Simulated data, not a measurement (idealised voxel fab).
The following process module bears the name voxel capacitor over wiring.
Section cut is 165 nm wide and gridded with 5 nm square cells.
A cross-section in this document is a grid of square cells, and it is written down as bands, the top band listed before the ones below it; a band is made up of one or more rows of cells.
Each band's line starts with the height of the band's top and of its bottom, in nm. Then come its materials from left to right, each with its width in nm. One material with "edge to edge" fills the band from edge to edge. "empty" is empty space.
Heights are measured from 0, the level below which the as-received wafer is all one material; the lowest band has no bottom and continues downward, written as in "0 and below".
Think of "30->40" as a width that walks from the first number to the second as you go down the band, top row to bottom row, taking equal-sized steps from row to row.
What does "no change occurred" mean for a step? It means no cell of the cross-section changed in that step.
Voids not open to the top, 8 cells minimum: see "Catalogued sealed voids". Written width x height at distance; distance is from the left edge; nm.
What comes after the settings on a step's line is commentary from the simulator itself on that step.
For masked steps, "overlay nm" on the step line gives how far right of plan the mask actually lay; a minus sign means it lay to the left.
Process steps foreseen in the plan:
1. RECEIVE: material Si
2. CONFORMAL_DEP: material SiO2, thk nm 15
3. CONFORMAL_DEP: material SiN, thk nm 5
4. DIRECTIONAL_DEP: material lowk, thk nm 20
5. PATTERN: tone open, mask id METAL_1, material resist, width nm 25, pitch nm 90, thk nm 15, overlay nm 0
6. DIRECTIONAL_ETCH: etch materials lowk, depth nm 20
7. DIRECTIONAL_ETCH: etch materials SiN, depth nm 5
8. STRIP: etch materials resist
9. CONFORMAL_DEP: material TiN, thk nm 5
10. FILL_DEP: material W, thk nm 10
11. CMP: height nm 40
12. CONFORMAL_DEP: material SiCN, thk nm 5
13. DIRECTIONAL_DEP: material SiO2, thk nm 15
14. MASKED_ETCH: tone open, mask id PLUG_1, width nm 15, etch materials SiO2, depth nm 15, overlay nm 0
15. MASKED_ETCH: tone open, mask id PLUG_1, width nm 15, etch materials SiCN, depth nm 5, overlay nm 0
16. EPI: material Ru, thk nm 10
17. EPI: material Ru, thk nm 10
18. DIRECTIONAL_DEP: material TiN, thk nm 10
19. DIRECTIONAL_DEP: material SiN, thk nm 5
20. DIRECTIONAL_DEP: material TiN, thk nm 10
21. PATTERN: tone cover, mask id UPPER_PLATE, material resist, width nm 70, thk nm 20, overlay nm 0
22. DIRECTIONAL_ETCH: etch materials TiN, depth nm 10
23. DIRECTIONAL_ETCH: etch materials SiN, depth nm 5
24. STRIP: etch materials resist
25. MASKED_ETCH: tone cover, mask id LOWER_PLATE, width nm 80, etch materials TiN, depth nm 10, overlay nm 0
26. FILL_DEP: material SiO2, thk nm 20
27. CMP: height nm 100
28. DIRECTIONAL_DEP: material aC, thk nm 15
29. PATTERN: tone open, mask id PLUG_2, material resist, width nm 15, thk nm 35, overlay nm 0
30. DIRECTIONAL_ETCH: etch materials aC, depth nm 15
31. STRIP: etch materials resist
32. DIRECTIONAL_ETCH: etch materials SiO2, depth nm 15
33. STRIP: etch materials aC
34. CONFORMAL_DEP: material TiN, thk nm 5
35. FILL_DEP: material Ru, thk nm 10
36. CMP: height nm 100
37. CONFORMAL_DEP: material SiCN, thk nm 5
Keep in mind the plan's value for the width nm of step 14 comes from the first wafer; the wafers don't share that setting, but they do share the same starting point.
Cut through the first of several wafers as received, post step 1:
    0 and below: Si edge to edge
    Catalogued sealed voids: none
Rows = wafers. At module end, each row lists per material the cells gained (+) or lost (-) since the wafer was received, then the closed voids:
width nm 15; +14 Ru; +63 SiCN; +37 SiN; +370 SiO2; +93 TiN; +24 W; +92 lowk; Catalogued sealed voids: none
width nm 20; +17 Ru; +63 SiCN; +37 SiN; +367 SiO2; +93 TiN; +24 W; +92 lowk; Catalogued sealed voids: none
width nm 25; +20 Ru; +63 SiCN; +37 SiN; +364 SiO2; +93 TiN; +24 W; +92 lowk; Catalogued sealed voids: none
width nm 30; +23 Ru; +63 SiCN; +37 SiN; +361 SiO2; +93 TiN; +24 W; +92 lowk; Catalogued sealed voids: none
